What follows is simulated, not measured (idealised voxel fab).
process module | voxel ribs on slabs
cross-section cut | 145 nm wide | cells 5 nm
A cross-section is a grid of square cells, given in bands from the top down. A band is one or more rows of cells.
Each band's line starts with the height of the band's top and of its bottom, in nm. Then come its materials from left to right, each with its width in nm. One material with "throughout" fills the band from edge to edge. "air" is empty space.
Height 0 is the level under which the wafer as received is all one material. The lowest band goes on downwards, as in "0 down".
A width such as "30 to 40" changes by the same amount from each row of cells to the next, from the band's top row to its bottom row.
"no change" after a step means that no cell of the cross-section changed.
closed voids: empty space of 8 cells or more with no open way to the top, each as width x height at its distance from the left edge, in nm
after a step's settings: what the simulator itself notes on the step
overlay nm, on a step with a mask: how far to the right of its planned place the mask lay; to the left if negative
plan
1 op RECEIVE | material Si
2 op DIRECTIONAL_DEP | material SiO2 | thk nm 25
3 op DIRECTIONAL_DEP | material polySi | thk nm 20
4 op DIRECTIONAL_DEP | material aC | thk nm 10
5 op PATTERN | tone cover | mask id RIB | material resist | width nm 20 | thk nm 25 | overlay nm 0
6 op DIRECTIONAL_ETCH | etch materials aC | depth nm 10
7 op STRIP | etch materials resist
8 op DIRECTIONAL_ETCH | etch materials polySi | depth nm 15
9 op STRIP | etch materials aC
10 op DIRECTIONAL_DEP | material aC | thk nm 15
11 op PATTERN | tone cover | mask id SLAB | material resist | width nm 60 | thk nm 30 | overlay nm 0
12 op DIRECTIONAL_ETCH | etch materials aC | depth nm 15
13 op STRIP | etch materials resist
14 op DIRECTIONAL_ETCH | etch materials polySi | depth nm 5
15 op STRIP | etch materials aC
16 op FILL_DEP | material SiO2 | thk nm 20
17 op CMP | height nm 55
18 op DIRECTIONAL_DEP | material TiN | thk nm 10
19 op PATTERN | tone cover | mask id HEATER | material resist | width nm 30 | thk nm 20 | overlay nm 0
20 op DIRECTIONAL_ETCH | etch materials TiN | depth nm 10
21 op STRIP | etch materials resist
22 op CONFORMAL_DEP | material SiO2 | thk nm 10
as received, after step 1
  0 down: Si throughout
  closed voids: none
first wafer at the end, as planned
  75 to 65: air 45 | SiO2 50 | air 50
  65 to 55: SiO2 55 | TiN 30 | SiO2 60
  55 to 45: SiO2 throughout
  45 to 30: SiO2 60 | polySi 20 | SiO2 65
  30 to 25: SiO2 40 | polySi 60 | SiO2 45
  25 to 0: SiO2 throughout
  0 down: Si throughout
  closed voids: none
second wafer at the end: like start, like plan, one mistake
  65 to 55: air 55 | TiN 30 | air 60
  55 to 45: SiO2 throughout
  45 to 30: SiO2 60 | polySi 20 | SiO2 65
  30 to 25: SiO2 40 | polySi 60 | SiO2 45
  25 to 0: SiO2 throughout
  0 down: Si throughout
  closed voids: none
what went wrong: step 22 was left out
at the end the second wafer has, in cells: 66 fewer of SiO2
